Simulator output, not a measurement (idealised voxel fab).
This section sets out a process module, namely voxel local oxidation.
This is section cut - it's 295 nm across, gridded in 5 nm square cells.
Format of a cross-section: grid, square cells. Given as bands. Order: top down. Band: one or more rows of cells.
Read a band's entry like this: the first values are the height of its top and the height of its bottom in nm, and what follows is the sequence of materials from left to right, each with its width in nm. Note that "blank" is empty space, and that a single material marked "full width" reaches across the band from edge to edge.
Ref level 0: as-received wafer is one material below here. Bottom band extends down with no lower bound ("0 -> down").
A width given as "30..40" starts at the first number in the band's top row and ends at the second number in its bottom row, shifting by an equal amount at every step from row to row.
"nothing got changed", as given for a step, is the statement that not any cell of the cross-section underwent a change during that step.
Any empty space of 8 cells or more lacking an open way to the top shows up in "Trapped void list" as width x height at distance, distance from the left edge, in nm.
Step line, after settings: the simulator's comment on this step.
overlay nm: on a step with a mask, how far right of its planned place the mask lay; negative means left.
PROCESS STEPS - PLAN
1 RECEIVE, material Si
2 CONFORMAL_DEP, material SiO2, thk nm 5
3 CONFORMAL_DEP, material SiN, thk nm 15
4 MASKED_ETCH, tone cover, mask id ACTIVE, width nm 100, etch materials SiN, depth nm 15, overlay nm 0
5 SELECTIVE_ETCH, etch materials SiO2, depth nm 5
6 OXIDIZE, depth nm 10
7 STRIP, etch materials SiN
SHOWN IN CROSS-SECTION IS THE WAFER AS RECEIVED, THAT IS, AS IT STANDS AFTER STEP 1
- 0 -> down = Si full width
- Trapped void list: none
CROSS-SECTION: FIRST OF TWO WAFERS, MODULE FINISHED, RUN ACCORDING TO PLAN
- 5 -> 0 = 100 nm blank  90 nm SiO2  105 nm blank
- 0 -> -10 = 110 nm SiO2  70 nm Si  115 nm SiO2
- -10 -> down = Si full width
- Trapped void list: none
CROSS-SECTION, SECOND WAFER: SAME START AS THE FIRST, SAME PLAN AS THE FIRST, ONE MISTAKE IN RUNNING IT; TAKEN AT THE END OF THE MODULE
- 5 -> 0 = 100 nm blank  90 nm SiO2  105 nm blank
- 0 -> -15 = 115 nm SiO2  60 nm Si  120 nm SiO2
- -15 -> down = Si full width
- Trapped void list: none
The plan and the run diverged here: heads up, step 6 didn't go per plan, it actually ran as OXIDIZE, depth nm 15
Wrapping up, a cell-based count of both wafers puts the second over or under the first for these materials: Si -51 | SiO2 +51
